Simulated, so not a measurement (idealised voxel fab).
process module | voxel wiring stack
cross-section cut | 255 nm wide | cells 5 nm
A cross-section is a grid of square cells, given in bands from the top down. A band is one or more rows of cells.
Each band's line starts with the height of the band's top and of its bottom, in nm. Then come its materials from left to right, each with its width in nm. One material with "throughout" fills the band from edge to edge. "air" is empty space.
Height 0 is the level under which the wafer as received is all one material. The lowest band goes on downwards, as in "0 down".
A width such as "30 to 40" changes by the same amount from each row of cells to the next, from the band's top row to its bottom row.
"no change" after a step means that no cell of the cross-section changed.
closed voids: empty space of 8 cells or more with no open way to the top, each as width x height at its distance from the left edge, in nm
after a step's settings: what the simulator itself notes on the step
overlay nm, on a step with a mask: how far to the right of its planned place the mask lay; to the left if negative
plan
1 op RECEIVE | material Si
2 op CONFORMAL_DEP | material SiO2 | thk nm 15
3 op DIRECTIONAL_DEP | material TiN | thk nm 5
4 op DIRECTIONAL_DEP | material Ru | thk nm 25
5 op MASKED_ETCH | tone cover | mask id METAL_1 | width nm 25 | pitch nm 40 | etch materials Ru | depth nm 25 | overlay nm 0
6 op MASKED_ETCH | tone cover | mask id METAL_1 | width nm 25 | pitch nm 40 | etch materials TiN | depth nm 5 | overlay nm 0
7 op FILL_DEP | material SiO2 | thk nm 10
8 op CMP | height nm 45
9 op CONFORMAL_DEP | material SiCN | thk nm 5
10 op DIRECTIONAL_DEP | material lowk | thk nm 15
11 op PATTERN | tone open | mask id PLUG_1 | material resist | width nm 15 | pitch nm 40 | thk nm 15 | overlay nm 0
12 op DIRECTIONAL_ETCH | etch materials lowk | depth nm 15
13 op DIRECTIONAL_ETCH | etch materials SiCN | depth nm 5
14 op STRIP | etch materials resist
15 op EPI | material Ru | thk nm 10
16 op EPI | material Ru | thk nm 10
17 op DIRECTIONAL_DEP | material TiN | thk nm 5
18 op DIRECTIONAL_DEP | material Ru | thk nm 20
19 op PATTERN | tone cover | mask id METAL_2 | material resist | width nm 25 | pitch nm 40 | thk nm 20 | overlay nm 0
20 op DIRECTIONAL_ETCH | etch materials Ru | depth nm 20
21 op DIRECTIONAL_ETCH | etch materials TiN | depth nm 5
22 op STRIP | etch materials resist
23 op FILL_DEP | material lowk | thk nm 10
24 op CMP | height nm 90
25 op CONFORMAL_DEP | material SiN | thk nm 5
first wafer, as planned
as received, after step 1
  0 down: Si throughout
  closed voids: none
after step 2
  15 to 0: SiO2 throughout
  below 0: unchanged
after step 3
  20 to 15: TiN throughout
  below 15: unchanged
after step 4
  45 to 20: Ru throughout
  below 20: unchanged
after step 5
  45 to 20: air 95 | Ru 25 | air 15 | Ru 25 | air 95
  below 20: unchanged
after step 6
  45 to 20: air 95 | Ru 25 | air 15 | Ru 25 | air 95
  20 to 15: air 95 | TiN 25 | air 15 | TiN 25 | air 95
  below 15: unchanged
after step 7
  55 to 45: SiO2 throughout
  45 to 20: SiO2 95 | Ru 25 | SiO2 15 | Ru 25 | SiO2 95
  20 to 15: SiO2 95 | TiN 25 | SiO2 15 | TiN 25 | SiO2 95
  below 15: unchanged
after step 8
  45 to 20: SiO2 95 | Ru 25 | SiO2 15 | Ru 25 | SiO2 95
  below 20: unchanged
after step 9
  50 to 45: SiCN throughout
  below 45: unchanged
after step 10
  65 to 50: lowk throughout
  below 50: unchanged
after step 11
  80 to 65: resist 95 | air 15 | resist 25 | air 15 | resist 105
  below 65: unchanged
after step 12
  80 to 65: resist 95 | air 15 | resist 25 | air 15 | resist 105
  65 to 50: lowk 95 | air 15 | lowk 25 | air 15 | lowk 105
  below 50: unchanged
after step 13
  80 to 65: resist 95 | air 15 | resist 25 | air 15 | resist 105
  65 to 50: lowk 95 | air 15 | lowk 25 | air 15 | lowk 105
  50 to 45: SiCN 95 | air 15 | SiCN 25 | air 15 | SiCN 105
  below 45: unchanged
after step 14
  65 to 50: lowk 95 | air 15 | lowk 25 | air 15 | lowk 105
  below 50: unchanged
after step 15
  65 to 55: lowk 95 | air 15 | lowk 25 | air 15 | lowk 105
  55 to 50: lowk 95 | Ru 15 | lowk 25 | Ru 15 | lowk 105
  50 to 45: SiCN 95 | Ru 15 | SiCN 25 | Ru 15 | SiCN 105
  below 45: unchanged
after step 16
  65 to 50: lowk 95 | Ru 15 | lowk 25 | Ru 15 | lowk 105
  below 50: unchanged
after step 17
  70 to 65: TiN throughout
  below 65: unchanged
after step 18
  90 to 70: Ru throughout
  below 70: unchanged
after step 19
  110 to 90: air 95 | resist 25 | air 15 | resist 25 | air 95
  below 90: unchanged
after step 20
  110 to 90: air 95 | resist 25 | air 15 | resist 25 | air 95
  90 to 70: air 95 | Ru 25 | air 15 | Ru 25 | air 95
  below 70: unchanged
after step 21
  110 to 90: air 95 | resist 25 | air 15 | resist 25 | air 95
  90 to 70: air 95 | Ru 25 | air 15 | Ru 25 | air 95
  70 to 65: air 95 | TiN 25 | air 15 | TiN 25 | air 95
  below 65: unchanged
after step 22
  90 to 70: air 95 | Ru 25 | air 15 | Ru 25 | air 95
  below 70: unchanged
after step 23
  100 to 90: lowk throughout
  90 to 70: lowk 95 | Ru 25 | lowk 15 | Ru 25 | lowk 95
  70 to 65: lowk 95 | TiN 25 | lowk 15 | TiN 25 | lowk 95
  below 65: unchanged
after step 24
  90 to 70: lowk 95 | Ru 25 | lowk 15 | Ru 25 | lowk 95
  below 70: unchanged
after step 25
  95 to 90: SiN throughout
  below 90: unchanged
second wafer: like start, like plan, one mistake. Through step 4 it matches the first wafer
when step 5 should have ended
  45 to 20: air 90 | Ru 25 | air 15 | Ru 25 | air 100
  below 20: unchanged
when step 6 should have ended
  45 to 20: air 90 | Ru 25 | air 15 | Ru 25 | air 100
  20 to 15: air 90 | TiN 30 | air 10 | TiN 30 | air 95
  below 15: unchanged
when step 7 should have ended
  55 to 45: SiO2 throughout
  45 to 20: SiO2 90 | Ru 25 | SiO2 15 | Ru 25 | SiO2 100
  20 to 15: SiO2 90 | TiN 30 | SiO2 10 | TiN 30 | SiO2 95
  below 15: unchanged
when step 8 should have ended
  45 to 20: SiO2 90 | Ru 25 | SiO2 15 | Ru 25 | SiO2 100
  below 20: unchanged
when step 9 should have ended
  50 to 45: SiCN throughout
  below 45: unchanged
when step 10 should have ended
  65 to 50: lowk throughout
  below 50: unchanged
when step 11 should have ended
  80 to 65: resist 95 | air 15 | resist 25 | air 15 | resist 105
  below 65: unchanged
when step 12 should have ended
  80 to 65: resist 95 | air 15 | resist 25 | air 15 | resist 105
  65 to 50: lowk 95 | air 15 | lowk 25 | air 15 | lowk 105
  below 50: unchanged
when step 13 should have ended
  80 to 65: resist 95 | air 15 | resist 25 | air 15 | resist 105
  65 to 50: lowk 95 | air 15 | lowk 25 | air 15 | lowk 105
  50 to 45: SiCN 95 | air 15 | SiCN 25 | air 15 | SiCN 105
  below 45: unchanged
when step 14 should have ended
  65 to 50: lowk 95 | air 15 | lowk 25 | air 15 | lowk 105
  below 50: unchanged
when step 15 should have ended
  65 to 55: lowk 95 | air 15 | lowk 25 | air 15 | lowk 105
  55 to 50: lowk 95 | Ru 15 | lowk 25 | Ru 15 | lowk 105
  50 to 45: SiCN 95 | Ru 15 | SiCN 25 | Ru 15 | SiCN 105
  below 45: unchanged
when step 16 should have ended
  65 to 50: lowk 95 | Ru 15 | lowk 25 | Ru 15 | lowk 105
  below 50: unchanged
when step 17 should have ended
  70 to 65: TiN throughout
  below 65: unchanged
when step 18 should have ended
  90 to 70: Ru throughout
  below 70: unchanged
when step 19 should have ended
  110 to 90: air 95 | resist 25 | air 15 | resist 25 | air 95
  below 90: unchanged
when step 20 should have ended
  110 to 90: air 95 | resist 25 | air 15 | resist 25 | air 95
  90 to 70: air 95 | Ru 25 | air 15 | Ru 25 | air 95
  below 70: unchanged
when step 21 should have ended
  110 to 90: air 95 | resist 25 | air 15 | resist 25 | air 95
  90 to 70: air 95 | Ru 25 | air 15 | Ru 25 | air 95
  70 to 65: air 95 | TiN 25 | air 15 | TiN 25 | air 95
  below 65: unchanged
when step 22 should have ended
  90 to 70: air 95 | Ru 25 | air 15 | Ru 25 | air 95
  below 70: unchanged
when step 23 should have ended
  100 to 90: lowk throughout
  90 to 70: lowk 95 | Ru 25 | lowk 15 | Ru 25 | lowk 95
  70 to 65: lowk 95 | TiN 25 | lowk 15 | TiN 25 | lowk 95
  below 65: unchanged
when step 24 should have ended
  90 to 70: lowk 95 | Ru 25 | lowk 15 | Ru 25 | lowk 95
  below 70: unchanged
when step 25 should have ended
  95 to 90: SiN throughout
  below 90: unchanged
what went wrong: step 5 ran as: op MASKED_ETCH | tone cover | mask id METAL_1 | width nm 25 | pitch nm 40 | etch materials Ru | depth nm 25 | overlay nm -5
at the end the second wafer has, in cells: 2 fewer of SiO2 | 2 more of TiN
